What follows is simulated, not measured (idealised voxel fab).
Title: Process Module voxel spacer lines
For reference, the cross-section in this document is cut, with width 150 nm and square cells of 5 nm.
Cross-section spec: square-cell grid; bands listed top down; each band is one or more rows.
What a band's entry tells you: where the top is and where the bottom is, as heights in nm, and after that what lies inside, material by material from left to right, each with its width in nm. Empty space is written as the word "blank", and a single material marked with the word "everywhere" occupies the band from edge to edge.
Heads up on the height convention: 0 is the point under which the incoming wafer is all one material, and the lowest band has no bottom, it just keeps going down, like "top 0, no bottom".
Width "30->40": first value at the band's top row of cells, second value at its bottom row, equal change from row to row.
Where a step carries "nothing was modified", the cross-section came out of it unchanged, cell for cell.
Each empty space that has no open way to the top and spans at least 8 cells appears under "Unvented voids" as width x height at distance, the distance counted from the left edge, all in nm.
What comes after the settings on a step's line is commentary from the simulator itself on that step.
You can add "overlay nm" to a step's line. For a step with a mask, it describes how far the mask lay to the right of its planned position, and a negative number describes a lay to the left.
THE PLANNED PROCESS STEPS ARE ENUMERATED HEREUNDER
1: RECEIVE (material Si)
2: CONFORMAL_DEP (material Al2O3; thk nm 10)
3: DIRECTIONAL_DEP (material SiN; thk nm 10)
4: DIRECTIONAL_DEP (material polySi; thk nm 25)
5: PATTERN (tone cover; mask id MANDREL; material resist; width nm 15; pitch nm 60; thk nm 30; overlay nm 0)
6: DIRECTIONAL_ETCH (etch materials polySi; depth nm 25)
7: STRIP (etch materials resist)
8: CONFORMAL_DEP (material SiO2; thk nm 15)
9: DIRECTIONAL_ETCH (etch materials SiO2; depth nm 15)
10: STRIP (etch materials polySi)
11: DIRECTIONAL_ETCH (etch materials SiN; depth nm 10)
12: STRIP (etch materials SiO2)
13: FILL_DEP (material SiO2; thk nm 10)
14: CMP (height nm 20)
SHOWN IN CROSS-SECTION IS THE WAFER AS RECEIVED, THAT IS, AS IT STANDS AFTER STEP 1
* top 0, no bottom = Si everywhere
* Unvented voids: none
WAFER AT MODULE END, IN SECTION. BEGAN AS ABOVE, PLANNED AS ABOVE, RUN WITH ONE MISTAKE
* top 20, bottom 10 = SiO2=10, SiN=15, SiO2=15, SiN=15, SiO2=15, SiN=15, SiO2=15, SiN=15, SiO2=35
* top 10, bottom 0 = Al2O3 everywhere
* top 0, no bottom = Si everywhere
* Unvented voids: none
The mistake made against the process plan was this: contrary to plan, step 5 was performed as PATTERN (tone cover; mask id MANDREL; material resist; width nm 15; pitch nm 60; thk nm 30; overlay nm -10)
